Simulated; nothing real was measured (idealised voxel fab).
A process module follows: voxel capacitor over wiring.
Square cells of 5 nm make up the cross-section cut, whose width is 255 nm.
Cross-sections here: square-cell grids, written as top-down lists of bands, a band being one or more rows of cells. Look at the band entry: it leads with the top's height and the bottom's height in nm. Then it lists the materials left to right, with a width in nm for each. The word "everywhere" on a single material says that material fills the band edge to edge. The word "air" is empty space. Below 0: as-received wafer, all one material; heights counted from there. Lowest band: no bottom, goes on down, written "0 and below". Note: "30..40" means the width goes from the first number (top row of the band) to the second number (bottom row) in equal steps per row of cells. The designation "left unchanged", where it is given for a processing step, indicates that no cell of the cross-section was altered in the course of that step. Empty spaces without an open route to the top, at least 8 cells in extent, make up the entry "Catalogued sealed voids"; each is given as width x height at distance, where the distance is measured from the left edge, and all are in nm. Step line, after settings: the simulator's comment on this step. overlay nm: on a step with a mask, how far right of its planned place the mask lay; negative means left. For the reader: what remains of this document is a series of pairs, each showing a cross-section before one process step and a cross-section after that step which reaches down only to the lowest band that changed, with the step between them and its settings set out under the pair. It should not be assumed that a pair continues from the pair above it; the pairs can come from different runs of this module on the same starting wafer, and such continuity exists only where the entry headed "Status quo ante" says so.
Status quo ante
    75 down to 65 | 90 of SiO2 | 15 of air | 150 of SiO2
    65 down to 60 | 80 of SiO2 | 70 of TiN | 105 of SiO2
    60 down to 55 | 80 of SiO2 | 70 of HfO2 | 105 of SiO2
    55 down to 50 | 75 of SiO2 | 80 of TiN | 100 of SiO2
    50 down to 40 | 80 of SiO2 | 15 of Ru | 160 of SiO2
    40 down to 35 | 80 of SiCN | 15 of Ru | 160 of SiCN
    35 down to 30 | 65 of lowk | 30 of TiN | 65 of lowk | 30 of TiN | 65 of lowk
    30 down to 0 | SiO2 everywhere
    0 and below | Si everywhere
    Catalogued sealed voids: none
As Processed
    80 down to 75 | 95 of TiN | 5 of air | 155 of TiN
    75 down to 70 | 90 of SiO2 | 5 of TiN | 5 of air | 5 of TiN | 150 of SiO2
    70 down to 60 | 90..80 of SiO2 | 15..70 of TiN | 150..105 of SiO2
    below 60: unchanged
    Catalogued sealed voids: none
Between before and after above, the operation and settings are CONFORMAL_DEP | material TiN | thk nm 5
Status quo ante: The pre-step condition corresponds to the post-step cross-section depicted in the pair directly above.
As Processed
    90 down to 80 | Cu everywhere
    80 down to 75 | 95 of TiN | 5 of Cu | 155 of TiN
    75 down to 70 | 90 of SiO2 | 5 of TiN | 5 of Cu | 5 of TiN | 150 of SiO2
    below 70: unchanged
    Catalogued sealed voids: none
Between before and after above, the operation and settings are FILL_DEP | material Cu | thk nm 10
Status quo ante: The pre-step condition corresponds to the post-step cross-section depicted in the pair directly above.
As Processed
    75 down to 70 | 90 of SiO2 | 5 of TiN | 5 of Cu | 5 of TiN | 150 of SiO2
    below 70: unchanged
    Catalogued sealed voids: none
Between before and after above, the operation and settings are CMP | height nm 75
Status quo ante: The pre-step condition corresponds to the post-step cross-section depicted in the pair directly above.
As Processed
    80 down to 75 | SiCN everywhere
    below 75: unchanged
    Catalogued sealed voids: none
Between before and after above, the operation and settings are CONFORMAL_DEP | material SiCN | thk nm 5
Status quo ante
    50 down to 45 | 80 of SiO2 | 15 of air | 160 of SiO2
    45 down to 40 | 80 of SiO2 | 15 of Ru | 160 of SiO2
    40 down to 35 | 80 of SiCN | 15 of Ru | 160 of SiCN
    35 down to 20 | 65 of lowk | 30 of Ru | 65 of lowk | 30 of Ru | 65 of lowk
    20 down to 15 | 65 of lowk | 30 of TiN | 65 of lowk | 30 of TiN | 65 of lowk
    15 down to 0 | SiO2 everywhere
    0 and below | Si everywhere
    Catalogued sealed voids: none
As Processed
    55 down to 50 | 80 of TiN | 15 of air | 160 of TiN
    50 down to 45 | 80 of SiO2 | 15 of TiN | 160 of SiO2
    below 45: unchanged
    Catalogued sealed voids: none
Between before and after above, the operation and settings are DIRECTIONAL_DEP | material TiN | thk nm 5
Status quo ante: The pre-step condition corresponds to the post-step cross-section depicted in the pair directly above.
As Processed
    60 down to 55 | 85 of Ru | 5 of air | 165 of Ru
    55 down to 50 | 80 of TiN | 15 of Ru | 160 of TiN
    below 50: unchanged
    Catalogued sealed voids: none
Between before and after above, the operation and settings are EPI | material Ru | thk nm 5
Status quo ante: The pre-step condition corresponds to the post-step cross-section depicted in the pair directly above.
As Processed
    65 down to 60 | 85 of HfO2 | 5 of air | 165 of HfO2
    60 down to 55 | 85 of Ru | 5 of HfO2 | 165 of Ru
    below 55: unchanged
    Catalogued sealed voids: none
Between before and after above, the operation and settings are DIRECTIONAL_DEP | material HfO2 | thk nm 5
Status quo ante: The pre-step condition corresponds to the post-step cross-section depicted in the pair directly above.
As Processed
    70 down to 65 | 85 of TiN | 5 of air | 165 of TiN
    65 down to 60 | 85 of HfO2 | 5 of TiN | 165 of HfO2
    below 60: unchanged
    Catalogued sealed voids: none
Between before and after above, the operation and settings are DIRECTIONAL_DEP | material TiN | thk nm 5
Status quo ante: The pre-step condition corresponds to the post-step cross-section depicted in the pair directly above.
As Processed
    80 down to 75 | 85 of aC | 5 of air | 165 of aC
    75 down to 70 | aC everywhere
    70 down to 65 | 85 of TiN | 5 of aC | 165 of TiN
    below 65: unchanged
    Catalogued sealed voids: none
Between before and after above, the operation and settings are DIRECTIONAL_DEP | material aC | thk nm 10
Status quo ante: The pre-step condition corresponds to the post-step cross-section depicted in the pair directly above.
As Processed
    105 down to 80 | 80 of air | 70 of resist | 105 of air
    80 down to 75 | 85 of aC | 5 of resist | 165 of aC
    below 75: unchanged
    Catalogued sealed voids: none
Between before and after above, the operation and settings are PATTERN | tone cover | mask id UPPER_PLATE | material resist | width nm 70 | thk nm 25 | overlay nm 0
Status quo ante: The pre-step condition corresponds to the post-step cross-section depicted in the pair directly above.
As Processed
    95 down to 80 | 80 of air | 70 of resist | 105 of air
    80 down to 75 | 80 of air | 5 of aC | 5 of resist | 60 of aC | 105 of air
    75 down to 70 | 80 of air | 70 of aC | 105 of air
    below 70: unchanged
    Catalogued sealed voids: none
Between before and after above, the operation and settings are DIRECTIONAL_ETCH | etch materials aC | depth nm 10
Status quo ante: The pre-step condition corresponds to the post-step cross-section depicted in the pair directly above.
As Processed
    80 down to 75 | 80 of air | 5 of aC | 5 of air | 60 of aC | 105 of air
    below 75: unchanged
    Catalogued sealed voids: none
Between before and after above, the operation and settings are STRIP | etch materials resist
Status quo ante: The pre-step condition corresponds to the post-step cross-section depicted in the pair directly above.
As Processed
    80 down to 75 | 80 of air | 5 of aC | 5 of air | 60 of aC | 105 of air
    75 down to 70 | 80 of air | 70 of aC | 105 of air
    70 down to 65 | 80 of air | 5 of TiN | 5 of aC | 60 of TiN | 105 of air
    below 65: unchanged
    Catalogued sealed voids: none
Between before and after above, the operation and settings are DIRECTIONAL_ETCH | etch materials TiN | depth nm 5
Status quo ante: The pre-step condition corresponds to the post-step cross-section depicted in the pair directly above.
As Processed
    80 down to 75 | 80 of air | 5 of aC | 5 of air | 60 of aC | 105 of air
    75 down to 70 | 80 of air | 70 of aC | 105 of air
    70 down to 65 | 80 of air | 5 of TiN | 5 of aC | 60 of TiN | 105 of air
    65 down to 60 | 80 of air | 5 of HfO2 | 5 of TiN | 60 of HfO2 | 105 of air
    below 60: unchanged
    Catalogued sealed voids: none
Between before and after above, the operation and settings are DIRECTIONAL_ETCH | etch materials HfO2 | depth nm 5
Status quo ante: The pre-step condition corresponds to the post-step cross-section depicted in the pair directly above.
As Processed
    70 down to 65 | 80 of air | 5 of TiN | 5 of air | 60 of TiN | 105 of air
    below 65: unchanged
    Catalogued sealed voids: none
Between before and after above, the operation and settings are STRIP | etch materials aC
Status quo ante: The pre-step condition corresponds to the post-step cross-section depicted in the pair directly above.
As Processed
    85 down to 70 | 75 of air | 80 of resist | 100 of air
    70 down to 65 | 75 of air | 5 of resist | 5 of TiN | 5 of resist | 60 of TiN | 5 of resist | 100 of air
    65 down to 60 | 75 of air | 5 of resist | 5 of HfO2 | 5 of TiN | 60 of HfO2 | 5 of resist | 100 of air
    below 60: unchanged
    Catalogued sealed voids: none
Between before and after above, the operation and settings are PATTERN | tone cover | mask id LOWER_PLATE | material resist | width nm 80 | thk nm 15 | overlay nm 0
Status quo ante: The pre-step condition corresponds to the post-step cross-section depicted in the pair directly above.
As Processed
    70 down to 65 | 80 of air | 5 of TiN | 5 of air | 60 of TiN | 105 of air
    65 down to 60 | 80 of air | 5 of HfO2 | 5 of TiN | 60 of HfO2 | 105 of air
    below 60: unchanged
    Catalogued sealed voids: none
Between before and after above, the operation and settings are STRIP | etch materials resist
Status quo ante: The pre-step condition corresponds to the post-step cross-section depicted in the pair directly above.
As Processed
    85 down to 70 | SiO2 everywhere
    70 down to 65 | 80 of SiO2 | 5 of TiN | 5 of SiO2 | 60 of TiN | 105 of SiO2
    65 down to 60 | 80 of SiO2 | 5 of HfO2 | 5 of TiN | 60 of HfO2 | 105 of SiO2
    below 60: unchanged
    Catalogued sealed voids: none
Between before and after above, the operation and settings are FILL_DEP | material SiO2 | thk nm 15
Status quo ante: The pre-step condition corresponds to the post-step cross-section depicted in the pair directly above.
As Processed
    75 down to 70 | SiO2 everywhere
    below 70: unchanged
    Catalogued sealed voids: none
Between before and after above, the operation and settings are CMP | height nm 75
Status quo ante: The pre-step condition corresponds to the post-step cross-section depicted in the pair directly above.
As Processed
    90 down to 75 | 90 of resist | 15 of air | 150 of resist
    below 75: unchanged
    Catalogued sealed voids: none
Between before and after above, the operation and settings are PATTERN | tone open | mask id PLUG_2 | material resist | width nm 15 | thk nm 15 | overlay nm 0
Status quo ante: The pre-step condition corresponds to the post-step cross-section depicted in the pair directly above.
As Processed
    90 down to 75 | 90 of resist | 15 of air | 150 of resist
    75 down to 70 | 90 of SiO2 | 15 of air | 150 of SiO2
    below 70: unchanged
    Catalogued sealed voids: none
Between before and after above, the operation and settings are DIRECTIONAL_ETCH | etch materials SiO2 | depth nm 10
Status quo ante: The pre-step condition corresponds to the post-step cross-section depicted in the pair directly above.
As Processed
    75 down to 70 | 90 of SiO2 | 15 of air | 150 of SiO2
    below 70: unchanged
    Catalogued sealed voids: none
Between before and after above, the operation and settings are STRIP | etch materials resist
Status quo ante: The pre-step condition corresponds to the post-step cross-section depicted in the pair directly above.
As Processed
    80 down to 75 | 95 of TiN | 5 of air | 155 of TiN
    75 down to 70 | 90 of SiO2 | 15 of TiN | 150 of SiO2
    below 70: unchanged
    Catalogued sealed voids: none
Between before and after above, the operation and settings are CONFORMAL_DEP | material TiN | thk nm 5
Status quo ante: The pre-step condition corresponds to the post-step cross-section depicted in the pair directly above.
As Processed
    90 down to 80 | Cu everywhere
    80 down to 75 | 95 of TiN | 5 of Cu | 155 of TiN
    below 75: unchanged
    Catalogued sealed voids: none
Between before and after above, the operation and settings are FILL_DEP | material Cu | thk nm 10
Status quo ante: The pre-step condition corresponds to the post-step cross-section depicted in the pair directly above.
As Processed
    75 down to 70 | 90 of SiO2 | 15 of TiN | 150 of SiO2
    below 70: unchanged
    Catalogued sealed voids: none
Between before and after above, the operation and settings are CMP | height nm 75
Status quo ante: The pre-step condition corresponds to the post-step cross-section depicted in the pair directly above.
As Processed
    80 down to 75 | SiCN everywhere
    below 75: unchanged
    Catalogued sealed voids: none
Between before and after above, the operation and settings are CONFORMAL_DEP | material SiCN | thk nm 5
Status quo ante
    80 down to 65 | SiO2 everywhere
    65 down to 60 | 80 of SiO2 | 70 of TiN | 105 of SiO2
    60 down to 55 | 80 of SiO2 | 70 of HfO2 | 105 of SiO2
    55 down to 50 | 75 of SiO2 | 80 of TiN | 100 of SiO2
    50 down to 40 | 80 of SiO2 | 15 of Ru | 160 of SiO2
    40 down to 35 | 80 of SiCN | 15 of Ru | 160 of SiCN
    35 down to 20 | 65 of lowk | 30 of Ru | 65 of lowk | 30 of Ru | 65 of lowk
    20 down to 15 | 65 of lowk | 30 of TiN | 65 of lowk | 30 of TiN | 65 of lowk
    15 down to 0 | SiO2 everywhere
    0 and below | Si everywhere
    Catalogued sealed voids: none
As Processed
    70 down to 65 | SiO2 everywhere
    below 65: unchanged
    Catalogued sealed voids: none
Between before and after above, the operation and settings are CMP | height nm 70
Status quo ante: The pre-step condition corresponds to the post-step cross-section depicted in the pair directly above.
As Processed
    85 down to 70 | 90 of resist | 15 of air | 150 of resist
    below 70: unchanged
    Catalogued sealed voids: none
Between before and after above, the operation and settings are PATTERN | tone open | mask id PLUG_2 | material resist | width nm 15 | thk nm 15 | overlay nm 0
Status quo ante: The pre-step condition corresponds to the post-step cross-section depicted in the pair directly above.
As Processed
    85 down to 70 | 90 of resist | 15 of air | 150 of resist
    70 down to 65 | 90 of SiO2 | 15 of air | 150 of SiO2
    below 65: unchanged
    Catalogued sealed voids: none
Between before and after above, the operation and settings are DIRECTIONAL_ETCH | etch materials SiO2 | depth nm 10
Status quo ante: The pre-step condition corresponds to the post-step cross-section depicted in the pair directly above.
As Processed
    70 down to 65 | 90 of SiO2 | 15 of air | 150 of SiO2
    below 65: unchanged
    Catalogued sealed voids: none
Between before and after above, the operation and settings are STRIP | etch materials resist
Status quo ante: The pre-step condition corresponds to the post-step cross-section depicted in the pair directly above.
As Processed
    75 down to 70 | 95 of TiN | 5 of air | 155 of TiN
    70 down to 60 | 90..80 of SiO2 | 15..70 of TiN | 150..105 of SiO2
    below 60: unchanged
    Catalogued sealed voids: none
Between before and after above, the operation and settings are CONFORMAL_DEP | material TiN | thk nm 5
Status quo ante: The pre-step condition corresponds to the post-step cross-section depicted in the pair directly above.
As Processed
    85 down to 75 | Cu everywhere
    75 down to 70 | 95 of TiN | 5 of Cu | 155 of TiN
    below 70: unchanged
    Catalogued sealed voids: none
Between before and after above, the operation and settings are FILL_DEP | material Cu | thk nm 10
Status quo ante: The pre-step condition corresponds to the post-step cross-section depicted in the pair directly above.
As Processed
    75 down to 70 | 95 of TiN | 5 of Cu | 155 of TiN
    below 70: unchanged
    Catalogued sealed voids: none
Between before and after above, the operation and settings are CMP | height nm 75
Status quo ante: The pre-step condition corresponds to the post-step cross-section depicted in the pair directly above.
As Processed
    80 down to 75 | SiCN everywhere
    below 75: unchanged
    Catalogued sealed voids: none
Between before and after above, the operation and settings are CONFORMAL_DEP | material SiCN | thk nm 5
Status quo ante
    75 down to 65 | SiO2 everywhere
    65 down to 60 | 80 of SiO2 | 70 of TiN | 105 of SiO2
    60 down to 55 | 80 of SiO2 | 70 of HfO2 | 105 of SiO2
    55 down to 50 | 75 of SiO2 | 80 of TiN | 100 of SiO2
    50 down to 40 | 80 of SiO2 | 15 of Ru | 160 of SiO2
    40 down to 35 | 80 of SiCN | 15 of Ru | 160 of SiCN
    35 down to 20 | 65 of lowk | 30 of Ru | 65 of lowk | 30 of Ru | 65 of lowk
    20 down to 15 | 65 of lowk | 30 of TiN | 65 of lowk | 30 of TiN | 65 of lowk
    15 down to 0 | SiO2 everywhere
    0 and below | Si everywhere
    Catalogued sealed voids: none
As Processed
    90 down to 75 | 90 of resist | 20 of air | 145 of resist
    below 75: unchanged
    Catalogued sealed voids: none
Between before and after above, the operation and settings are PATTERN | tone open | mask id PLUG_2 | material resist | width nm 20 | thk nm 15 | overlay nm 0
Status quo ante: The pre-step condition corresponds to the post-step cross-section depicted in the pair directly above.
As Processed
    90 down to 75 | 90 of resist | 20 of air | 145 of resist
    75 down to 65 | 90 of SiO2 | 20 of air | 145 of SiO2
    below 65: unchanged
    Catalogued sealed voids: none
Between before and after above, the operation and settings are DIRECTIONAL_ETCH | etch materials SiO2 | depth nm 10
Status quo ante: The pre-step condition corresponds to the post-step cross-section depicted in the pair directly above.
As Processed
    75 down to 65 | 90 of SiO2 | 20 of air | 145 of SiO2
    below 65: unchanged
    Catalogued sealed voids: none
Between before and after above, the operation and settings are STRIP | etch materials resist
Status quo ante: The pre-step condition corresponds to the post-step cross-section depicted in the pair directly above.
As Processed
    80 down to 75 | 95 of TiN | 10 of air | 150 of TiN
    75 down to 70 | 90 of SiO2 | 5 of TiN | 10 of air | 5 of TiN | 145 of SiO2
    70 down to 60 | 90..80 of SiO2 | 20..70 of TiN | 145..105 of SiO2
    below 60: unchanged
    Catalogued sealed voids: none
Between before and after above, the operation and settings are CONFORMAL_DEP | material TiN | thk nm 5
Status quo ante: The pre-step condition corresponds to the post-step cross-section depicted in the pair directly above.
As Processed
    90 down to 80 | Cu everywhere
    80 down to 75 | 95 of TiN | 10 of Cu | 150 of TiN
    75 down to 70 | 90 of SiO2 | 5 of TiN | 10 of Cu | 5 of TiN | 145 of SiO2
    below 70: unchanged
    Catalogued sealed voids: none
Between before and after above, the operation and settings are FILL_DEP | material Cu | thk nm 10
Status quo ante: The pre-step condition corresponds to the post-step cross-section depicted in the pair directly above.
As Processed
    75 down to 70 | 90 of SiO2 | 5 of TiN | 10 of Cu | 5 of TiN | 145 of SiO2
    below 70: unchanged
    Catalogued sealed voids: none
Between before and after above, the operation and settings are CMP | height nm 75
Status quo ante: The pre-step condition corresponds to the post-step cross-section depicted in the pair directly above.
As Processed
    80 down to 75 | SiCN everywhere
    below 75: unchanged
    Catalogued sealed voids: none
Between before and after above, the operation and settings are CONFORMAL_DEP | material SiCN | thk nm 5
Status quo ante
    75 down to 65 | aC everywhere
    65 down to 60 | TiN everywhere
    60 down to 55 | HfO2 everywhere
    55 down to 50 | TiN everywhere
    50 down to 40 | 80 of SiO2 | 15 of Ru | 160 of SiO2
    40 down to 35 | 80 of SiCN | 15 of Ru | 160 of SiCN
    35 down to 20 | 65 of lowk | 30 of Ru | 65 of lowk | 30 of Ru | 65 of lowk
    20 down to 15 | 65 of lowk | 30 of TiN | 65 of lowk | 30 of TiN | 65 of lowk
    15 down to 0 | SiO2 everywhere
    0 and below | Si everywhere
    Catalogued sealed voids: none
As Processed
    100 down to 75 | 75 of air | 70 of resist | 110 of air
    below 75: unchanged
    Catalogued sealed voids: none
Between before and after above, the operation and settings are PATTERN | tone cover | mask id UPPER_PLATE | material resist | width nm 70 | thk nm 25 | overlay nm -5
Status quo ante: The pre-step condition corresponds to the post-step cross-section depicted in the pair directly above.
As Processed
    90 down to 75 | 75 of air | 70 of resist | 110 of air
    75 down to 65 | 75 of air | 70 of aC | 110 of air
    below 65: unchanged
    Catalogued sealed voids: none
Between before and after above, the operation and settings are DIRECTIONAL_ETCH | etch materials aC | depth nm 10
Status quo ante: The pre-step condition corresponds to the post-step cross-section depicted in the pair directly above.
As Processed
    75 down to 65 | 75 of air | 70 of aC | 110 of air
    below 65: unchanged
    Catalogued sealed voids: none
Between before and after above, the operation and settings are STRIP | etch materials resist
Status quo ante: The pre-step condition corresponds to the post-step cross-section depicted in the pair directly above.
As Processed
    75 down to 65 | 75 of air | 70 of aC | 110 of air
    65 down to 60 | 75 of air | 70 of TiN | 110 of air
    below 60: unchanged
    Catalogued sealed voids: none
Between before and after above, the operation and settings are DIRECTIONAL_ETCH | etch materials TiN | depth nm 5
Status quo ante: The pre-step condition corresponds to the post-step cross-section depicted in the pair directly above.
As Processed
    75 down to 65 | 75 of air | 70 of aC | 110 of air
    65 down to 60 | 75 of air | 70 of TiN | 110 of air
    60 down to 55 | 75 of air | 70 of HfO2 | 110 of air
    below 55: unchanged
    Catalogued sealed voids: none
Between before and after above, the operation and settings are DIRECTIONAL_ETCH | etch materials HfO2 | depth nm 5
Status quo ante: The pre-step condition corresponds to the post-step cross-section depicted in the pair directly above.
As Processed
    65 down to 60 | 75 of air | 70 of TiN | 110 of air
    below 60: unchanged
    Catalogued sealed voids: none
Between before and after above, the operation and settings are STRIP | etch materials aC
Status quo ante: The pre-step condition corresponds to the post-step cross-section depicted in the pair directly above.
As Processed
    80 down to 65 | 75 of air | 80 of resist | 100 of air
    65 down to 60 | 75 of air | 70 of TiN | 10 of resist | 100 of air
    60 down to 55 | 75 of air | 70 of HfO2 | 10 of resist | 100 of air
    below 55: unchanged
    Catalogued sealed voids: none
Between before and after above, the operation and settings are PATTERN | tone cover | mask id LOWER_PLATE | material resist | width nm 80 | thk nm 15 | overlay nm 0
Status quo ante: The pre-step condition corresponds to the post-step cross-section depicted in the pair directly above.
As Processed
    80 down to 65 | 75 of air | 80 of resist | 100 of air
    65 down to 60 | 75 of air | 70 of TiN | 10 of resist | 100 of air
    60 down to 55 | 75 of air | 70 of HfO2 | 10 of resist | 100 of air
    55 down to 50 | 75 of air | 80 of TiN | 100 of air
    below 50: unchanged
    Catalogued sealed voids: none
Between before and after above, the operation and settings are DIRECTIONAL_ETCH | etch materials TiN | depth nm 5
Status quo ante: The pre-step condition corresponds to the post-step cross-section depicted in the pair directly above.
As Processed
    65 down to 60 | 75 of air | 70 of TiN | 110 of air
    60 down to 55 | 75 of air | 70 of HfO2 | 110 of air
    below 55: unchanged
    Catalogued sealed voids: none
Between before and after above, the operation and settings are STRIP | etch materials resist
Status quo ante: The pre-step condition corresponds to the post-step cross-section depicted in the pair directly above.
As Processed
    80 down to 65 | SiO2 everywhere
    65 down to 60 | 75 of SiO2 | 70 of TiN | 110 of SiO2
    60 down to 55 | 75 of SiO2 | 70 of HfO2 | 110 of SiO2
    55 down to 50 | 75 of SiO2 | 80 of TiN | 100 of SiO2
    below 50: unchanged
    Catalogued sealed voids: none
Between before and after above, the operation and settings are FILL_DEP | material SiO2 | thk nm 15
Status quo ante: The pre-step condition corresponds to the post-step cross-section depicted in the pair directly above.
As Processed
    75 down to 65 | SiO2 everywhere
    below 65: unchanged
    Catalogued sealed voids: none
Between before and after above, the operation and settings are CMP | height nm 75
Status quo ante: The pre-step condition corresponds to the post-step cross-section depicted in the pair directly above.
As Processed
    90 down to 75 | 90 of resist | 15 of air | 150 of resist
    below 75: unchanged
    Catalogued sealed voids: none
Between before and after above, the operation and settings are PATTERN | tone open | mask id PLUG_2 | material resist | width nm 15 | thk nm 15 | overlay nm 0
Status quo ante: The pre-step condition corresponds to the post-step cross-section depicted in the pair directly above.
As Processed
    90 down to 75 | 90 of resist | 15 of air | 150 of resist
    75 down to 65 | 90 of SiO2 | 15 of air | 150 of SiO2
    below 65: unchanged
    Catalogued sealed voids: none
Between before and after above, the operation and settings are DIRECTIONAL_ETCH | etch materials SiO2 | depth nm 10
Status quo ante: The pre-step condition corresponds to the post-step cross-section depicted in the pair directly above.
As Processed
    75 down to 65 | 90 of SiO2 | 15 of air | 150 of SiO2
    below 65: unchanged
    Catalogued sealed voids: none
Between before and after above, the operation and settings are STRIP | etch materials resist
Status quo ante: The pre-step condition corresponds to the post-step cross-section depicted in the pair directly above.
As Processed
    80 down to 75 | 95 of TiN | 5 of air | 155 of TiN
    75 down to 70 | 90 of SiO2 | 5 of TiN | 5 of air | 5 of TiN | 150 of SiO2
    70 down to 60 | 90..75 of SiO2 | 15..70 of TiN | 150..110 of SiO2
    below 60: unchanged
    Catalogued sealed voids: none
Between before and after above, the operation and settings are CONFORMAL_DEP | material TiN | thk nm 5
Status quo ante: The pre-step condition corresponds to the post-step cross-section depicted in the pair directly above.
As Processed
    90 down to 80 | Cu everywhere
    80 down to 75 | 95 of TiN | 5 of Cu | 155 of TiN
    75 down to 70 | 90 of SiO2 | 5 of TiN | 5 of Cu | 5 of TiN | 150 of SiO2
    below 70: unchanged
    Catalogued sealed voids: none
Between before and after above, the operation and settings are FILL_DEP | material Cu | thk nm 10
Status quo ante: The pre-step condition corresponds to the post-step cross-section depicted in the pair directly above.
As Processed
    75 down to 70 | 90 of SiO2 | 5 of TiN | 5 of Cu | 5 of TiN | 150 of SiO2
    below 70: unchanged
    Catalogued sealed voids: none
Between before and after above, the operation and settings are CMP | height nm 75
Status quo ante: The pre-step condition corresponds to the post-step cross-section depicted in the pair directly above.
As Processed
    80 down to 75 | SiCN everywhere
    below 75: unchanged
    Catalogued sealed voids: none
Between before and after above, the operation and settings are CONFORMAL_DEP | material SiCN | thk nm 5
Status quo ante
    60 down to 55 | HfO2 everywhere
    55 down to 50 | TiN everywhere
    50 down to 40 | 80 of SiO2 | 15 of Ru | 160 of SiO2
    40 down to 35 | 80 of SiCN | 15 of Ru | 160 of SiCN
    35 down to 20 | 65 of lowk | 30 of Ru | 65 of lowk | 30 of Ru | 65 of lowk
    20 down to 15 | 65 of lowk | 30 of TiN | 65 of lowk | 30 of TiN | 65 of lowk
    15 down to 0 | SiO2 everywhere
    0 and below | Si everywhere
    Catalogued sealed voids: none
As Processed
    65 down to 60 | Cu everywhere
    below 60: unchanged
    Catalogued sealed voids: none
Between before and after above, the operation and settings are DIRECTIONAL_DEP | material Cu | thk nm 5
Status quo ante: The pre-step condition corresponds to the post-step cross-section depicted in the pair directly above.
As Processed
    75 down to 65 | aC everywhere
    below 65: unchanged
    Catalogued sealed voids: none
Between before and after above, the operation and settings are DIRECTIONAL_DEP | material aC | thk nm 10
Status quo ante: The pre-step condition corresponds to the post-step cross-section depicted in the pair directly above.
As Processed
    100 down to 75 | 80 of air | 70 of resist | 105 of air
    below 75: unchanged
    Catalogued sealed voids: none
Between before and after above, the operation and settings are PATTERN | tone cover | mask id UPPER_PLATE | material resist | width nm 70 | thk nm 25 | overlay nm 0
Status quo ante: The pre-step condition corresponds to the post-step cross-section depicted in the pair directly above.
As Processed
    90 down to 75 | 80 of air | 70 of resist | 105 of air
    75 down to 65 | 80 of air | 70 of aC | 105 of air
    below 65: unchanged
    Catalogued sealed voids: none
Between before and after above, the operation and settings are DIRECTIONAL_ETCH | etch materials aC | depth nm 10
Status quo ante: The pre-step condition corresponds to the post-step cross-section depicted in the pair directly above.
As Processed
    75 down to 65 | 80 of air | 70 of aC | 105 of air
    below 65: unchanged
    Catalogued sealed voids: none
Between before and after above, the operation and settings are STRIP | etch materials resist
Status quo ante: The pre-step condition corresponds to the post-step cross-section depicted in the pair directly above.
As Processed
    65 down to 60 | Cu everywhere
    below 60: unchanged
    Catalogued sealed voids: none
Between before and after above, the operation and settings are STRIP | etch materials aC
Status quo ante: The pre-step condition corresponds to the post-step cross-section depicted in the pair directly above.
As Processed
    80 down to 65 | 75 of air | 80 of resist | 100 of air
    below 65: unchanged
    Catalogued sealed voids: none
Between before and after above, the operation and settings are PATTERN | tone cover | mask id LOWER_PLATE | material resist | width nm 80 | thk nm 15 | overlay nm 0
Status quo ante: The pre-step condition corresponds to the post-step cross-section depicted in the pair directly above.
As Processed
    65 down to 60 | Cu everywhere
    below 60: unchanged
    Catalogued sealed voids: none
Between before and after above, the operation and settings are STRIP | etch materials resist
Status quo ante: The pre-step condition corresponds to the post-step cross-section depicted in the pair directly above.
As Processed
    80 down to 65 | SiO2 everywhere
    below 65: unchanged
    Catalogued sealed voids: none
Between before and after above, the operation and settings are FILL_DEP | material SiO2 | thk nm 15
Status quo ante: The pre-step condition corresponds to the post-step cross-section depicted in the pair directly above.
As Processed
    75 down to 65 | SiO2 everywhere
    below 65: unchanged
    Catalogued sealed voids: none
Between before and after above, the operation and settings are CMP | height nm 75
Status quo ante: The pre-step condition corresponds to the post-step cross-section depicted in the pair directly above.
As Processed
    90 down to 75 | 90 of resist | 15 of air | 150 of resist
    below 75: unchanged
    Catalogued sealed voids: none
Between before and after above, the operation and settings are PATTERN | tone open | mask id PLUG_2 | material resist | width nm 15 | thk nm 15 | overlay nm 0
Status quo ante: The pre-step condition corresponds to the post-step cross-section depicted in the pair directly above.
As Processed
    90 down to 75 | 90 of resist | 15 of air | 150 of resist
    75 down to 65 | 90 of SiO2 | 15 of air | 150 of SiO2
    below 65: unchanged
    Catalogued sealed voids: none
Between before and after above, the operation and settings are DIRECTIONAL_ETCH | etch materials SiO2 | depth nm 10
Status quo ante: The pre-step condition corresponds to the post-step cross-section depicted in the pair directly above.
As Processed
    75 down to 65 | 90 of SiO2 | 15 of air | 150 of SiO2
    below 65: unchanged
    Catalogued sealed voids: none
Between before and after above, the operation and settings are STRIP | etch materials resist
Status quo ante: The pre-step condition corresponds to the post-step cross-section depicted in the pair directly above.
As Processed
    80 down to 75 | 95 of TiN | 5 of air | 155 of TiN
    75 down to 70 | 90 of SiO2 | 5 of TiN | 5 of air | 5 of TiN | 150 of SiO2
    70 down to 65 | 90 of SiO2 | 15 of TiN | 150 of SiO2
    below 65: unchanged
    Catalogued sealed voids: none
Between before and after above, the operation and settings are CONFORMAL_DEP | material TiN | thk nm 5
Status quo ante: The pre-step condition corresponds to the post-step cross-section depicted in the pair directly above.
As Processed
    90 down to 80 | Cu everywhere
    80 down to 75 | 95 of TiN | 5 of Cu | 155 of TiN
    75 down to 70 | 90 of SiO2 | 5 of TiN | 5 of Cu | 5 of TiN | 150 of SiO2
    below 70: unchanged
    Catalogued sealed voids: none
Between before and after above, the operation and settings are FILL_DEP | material Cu | thk nm 10
Status quo ante: The pre-step condition corresponds to the post-step cross-section depicted in the pair directly above.
As Processed
    75 down to 70 | 90 of SiO2 | 5 of TiN | 5 of Cu | 5 of TiN | 150 of SiO2
    below 70: unchanged
    Catalogued sealed voids: none
Between before and after above, the operation and settings are CMP | height nm 75
Status quo ante: The pre-step condition corresponds to the post-step cross-section depicted in the pair directly above.
As Processed
    80 down to 75 | SiCN everywhere
    below 75: unchanged
    Catalogued sealed voids: none
Between before and after above, the operation and settings are CONFORMAL_DEP | material SiCN | thk nm 5
Status quo ante
    75 down to 65 | aC everywhere
    65 down to 60 | TiN everywhere
    60 down to 55 | HfO2 everywhere
    55 down to 50 | TiN everywhere
    50 down to 40 | 80 of SiO2 | 15 of Ru | 160 of SiO2
    40 down to 35 | 80 of SiCN | 15 of Ru | 160 of SiCN
    35 down to 20 | 65 of lowk | 30 of Ru | 65 of lowk | 30 of Ru | 65 of lowk
    20 down to 15 | 65 of lowk | 30 of TiN | 65 of lowk | 30 of TiN | 65 of lowk
    15 down to 0 | SiO2 everywhere
    0 and below | Si everywhere
    Catalogued sealed voids: none
As Processed
    100 down to 75 | 80 of resist | 70 of air | 105 of resist
    below 75: unchanged
    Catalogued sealed voids: none
Between before and after above, the operation and settings are PATTERN | tone open | mask id UPPER_PLATE | material resist | width nm 70 | thk nm 25 | overlay nm 0
Status quo ante: The pre-step condition corresponds to the post-step cross-section depicted in the pair directly above.
As Processed
    90 down to 75 | 80 of resist | 70 of air | 105 of resist
    75 down to 65 | 80 of aC | 70 of air | 105 of aC
    below 65: unchanged
    Catalogued sealed voids: none
Between before and after above, the operation and settings are DIRECTIONAL_ETCH | etch materials aC | depth nm 10
